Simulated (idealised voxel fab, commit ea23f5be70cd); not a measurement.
process module | voxel plated lines
The width of the displayed cross-section, cut, is 215 nm; its cells are square, with a size of 5 nm.
Throughout this document, each cross-section is represented as a grid of square cells and is presented as a sequence of bands enumerated from the top downward, where a band comprises one or more rows of cells. For a band, the entry starts with two heights in nm, that of the top and then that of the bottom, and carries on with the band's materials in order from left to right, each alongside its width in nm; the word "edge to edge" beside a single material means it fills the band edge to edge, and "empty" means empty space. Heads up on the height convention: 0 is the point under which the incoming wafer is all one material, and the lowest band has no bottom, it just keeps going down, like "from 0 down". Per-row width for "30 to 40": begins at first number (top row of band), ends at second number (bottom row), increment between rows held constant. No cell of the cross-section changed in a step that is given as "stayed the same". Any empty space of 8 cells or more lacking an open way to the top shows up in "Enclosed void entries" as width x height at distance, distance from the left edge, in nm. Post-settings text on a step line: simulator's own remark regarding the step. On any step carrying a mask, the "overlay nm" setting, if present on the step's line, tells how far right of its planned place the mask lay; negative values point to the left.
Steps planned for the process
1,RECEIVE: material Si
2,CONFORMAL_DEP: material Al2O3, thk nm 5
3,DIRECTIONAL_DEP: material TiN, thk nm 5
4,PATTERN: tone open, mask id LINES, material resist, width nm 25, pitch nm 50, thk nm 30, overlay nm 0
5,EPI: material Ru, thk nm 5
6,EPI: material Ru, thk nm 5
7,STRIP: etch materials resist
8,DIRECTIONAL_ETCH: etch materials TiN, depth nm 5
9,CONFORMAL_DEP: material SiO2, thk nm 10
The first of a set of two wafers, run to plan
Incoming wafer in cross-section (state: after step 1)
	from 0 down | Si edge to edge
	Enclosed void entries: none
Once step 2 is through, the wafer looks like this in cross-section
	from 5 to 0 | Al2O3 edge to edge
	Heights below 0 show no change.
Once step 3 is through, the wafer looks like this in cross-section
	from 10 to 5 | TiN edge to edge
	Heights below 5 show no change.
Once step 4 is through, the wafer looks like this in cross-section
	from 40 to 10 | resist=70, then empty=25, then resist=25, then empty=25, then resist=70
	Heights below 10 show no change.
Once step 5 is through, the wafer looks like this in cross-section
	from 40 to 15 | resist=70, then empty=25, then resist=25, then empty=25, then resist=70
	from 15 to 10 | resist=70, then Ru=25, then resist=25, then Ru=25, then resist=70
	Heights below 10 show no change.
Once step 6 is through, the wafer looks like this in cross-section
	from 40 to 20 | resist=70, then empty=25, then resist=25, then empty=25, then resist=70
	from 20 to 10 | resist=70, then Ru=25, then resist=25, then Ru=25, then resist=70
	Heights below 10 show no change.
Once step 7 is through, the wafer looks like this in cross-section
	from 20 to 10 | empty=70, then Ru=25, then empty=25, then Ru=25, then empty=70
	Heights below 10 show no change.
Once step 8 is through, the wafer looks like this in cross-section
	from 20 to 10 | empty=70, then Ru=25, then empty=25, then Ru=25, then empty=70
	from 10 to 5 | empty=70, then TiN=25, then empty=25, then TiN=25, then empty=70
	Heights below 5 show no change.
Once step 9 is through, the wafer looks like this in cross-section
	from 30 to 20 | empty=60, then SiO2=45, then empty=5, then SiO2=45, then empty=60
	from 20 to 15 | empty=60, then SiO2=10, then Ru=25, then SiO2=10, then empty=5, then SiO2=10, then Ru=25, then SiO2=10, then empty=60
	from 15 to 10 | SiO2=70, then Ru=25, then SiO2=25, then Ru=25, then SiO2=70
	from 10 to 5 | SiO2=70, then TiN=25, then SiO2=25, then TiN=25, then SiO2=70
	Heights below 5 show no change.
Companion wafer, the second of two: same beginning, same intended sequence, one mistake in carrying it out; through step 8 inclusive it tracks the first exactly
Cross-sectional representation of the second wafer at the time designated in the plan for the completion of step 9
	from 35 to 20 | empty=55, then SiO2=105, then empty=55
	from 20 to 10 | SiO2=70, then Ru=25, then SiO2=25, then Ru=25, then SiO2=70
	from 10 to 5 | SiO2=70, then TiN=25, then SiO2=25, then TiN=25, then SiO2=70
	Heights below 5 show no change.
Finding, execution versus plan: the process deviated at step 9: the operation and settings actually run there were CONFORMAL_DEP: material SiO2, thk nm 15
Final comparison by cell count, materials where the second wafer has more or fewer than the first: SiO2 +52
